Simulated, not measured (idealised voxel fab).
The name of this process module is voxel self aligned contacts.
The cross-section on display is named cut; it measures 290 nm wide, and its cells are 5 nm squares.
We lay out every cross-section as a grid of square cells and spell it out in bands from the top down, where one band means one or more rows of cells. This entry defines a band. It first specifies the height of the band's top and the height of its bottom in nm, and then specifies the band's materials from left to right, stating each material with its width in nm. The word "throughout" identifies a single material that fills the band from edge to edge, while the word "empty" identifies empty space. It should be noted that heights are counted from 0, beneath which the wafer as supplied is of one material throughout, and that the lowest band possesses no lower boundary but continues downward, as written in "0 down". Width spec "30 to 40" -> top row of cells at first value, bottom row at second value, equal per-row change in between. Where a step carries "left unchanged", the cross-section came out of it unchanged, cell for cell. "Voids, enclosed" contains a list of empty spaces, each no smaller than 8 cells and without an open way to the top, written in the form width x height at distance with the distance from the left edge and all three in nm. Text after the settings on a step's line: the simulator's own remark on that step. "overlay nm" on a masked step: distance the mask lay right of its planned place, negative for left.

The planned process steps are enumerated hereunder
1) RECEIVE,material Si
2) OXIDIZE,depth nm 5
3) DIRECTIONAL_DEP,material polySi,thk nm 25
4) DIRECTIONAL_DEP,material SiN,thk nm 20
5) DIRECTIONAL_DEP,material aC,thk nm 15
6) PATTERN,tone cover,mask id GATE,material resist,width nm 25,pitch nm 70,thk nm 30,overlay nm 0
7) DIRECTIONAL_ETCH,etch materials aC,depth nm 15
8) STRIP,etch materials resist
9) DIRECTIONAL_ETCH,etch materials SiN,depth nm 20
10) DIRECTIONAL_ETCH,etch materials polySi,depth nm 25
11) STRIP,etch materials aC
12) CONFORMAL_DEP,material SiN,thk nm 10
13) DIRECTIONAL_ETCH,etch materials SiN,depth nm 10
14) FILL_DEP,material SiO2,thk nm 20
15) CMP,height nm 55
16) MASKED_ETCH,tone open,mask id CONTACT,width nm 55,etch materials SiO2,depth nm 60,overlay nm 0
17) CONFORMAL_DEP,material TiN,thk nm 5
18) FILL_DEP,material W,thk nm 10
19) CMP,height nm 55
20) CONFORMAL_DEP,material SiN,thk nm 5

Cross-sectional view of the wafer in its as-received condition, corresponding to the state after step 1
> 0 down  Si throughout
> Voids, enclosed: none

First of two wafers, end-of-module section, run followed plan
> 60 to 55  SiN throughout
> 55 to 45  115 SiO2, then 5 to 20 TiN, then 45 to 15 W, then 5 to 20 TiN, then 120 SiO2
> 45 to 25  85 SiO2, then 45 SiN, then 5 TiN, then 15 W, then 5 TiN, then 45 SiN, then 90 SiO2
> 25 to 0  85 SiO2, then 10 SiN, then 25 polySi, then 10 SiN, then 5 TiN, then 15 W, then 5 TiN, then 10 SiN, then 25 polySi, then 10 SiN, then 90 SiO2
> 0 to -5  130 SiO2, then 25 TiN, then 135 SiO2
> -5 down  Si throughout
> Voids, enclosed: none

Second wafer at the end: like start, like plan, one mistake
> 60 to 55  SiN throughout
> 55 to 45  110 SiO2, then 5 to 25 TiN, then 45 to 15 W, then 5 to 15 TiN, then 125 SiO2
> 45 to 25  85 SiO2, then 45 SiN, then 5 TiN, then 15 W, then 5 TiN, then 45 SiN, then 90 SiO2
> 25 to 0  85 SiO2, then 10 SiN, then 25 polySi, then 10 SiN, then 5 TiN, then 15 W, then 5 TiN, then 10 SiN, then 25 polySi, then 10 SiN, then 90 SiO2
> 0 to -5  130 SiO2, then 25 TiN, then 135 SiO2
> -5 down  Si throughout
> Voids, enclosed: none
Heads up, the wafer didn't run the way we planned it: step 16 was not run as planned; what actually ran was MASKED_ETCH,tone open,mask id CONTACT,width nm 55,etch materials SiO2,depth nm 60,overlay nm -5
Cell counts per material: same on both final wafers. Positions: different.
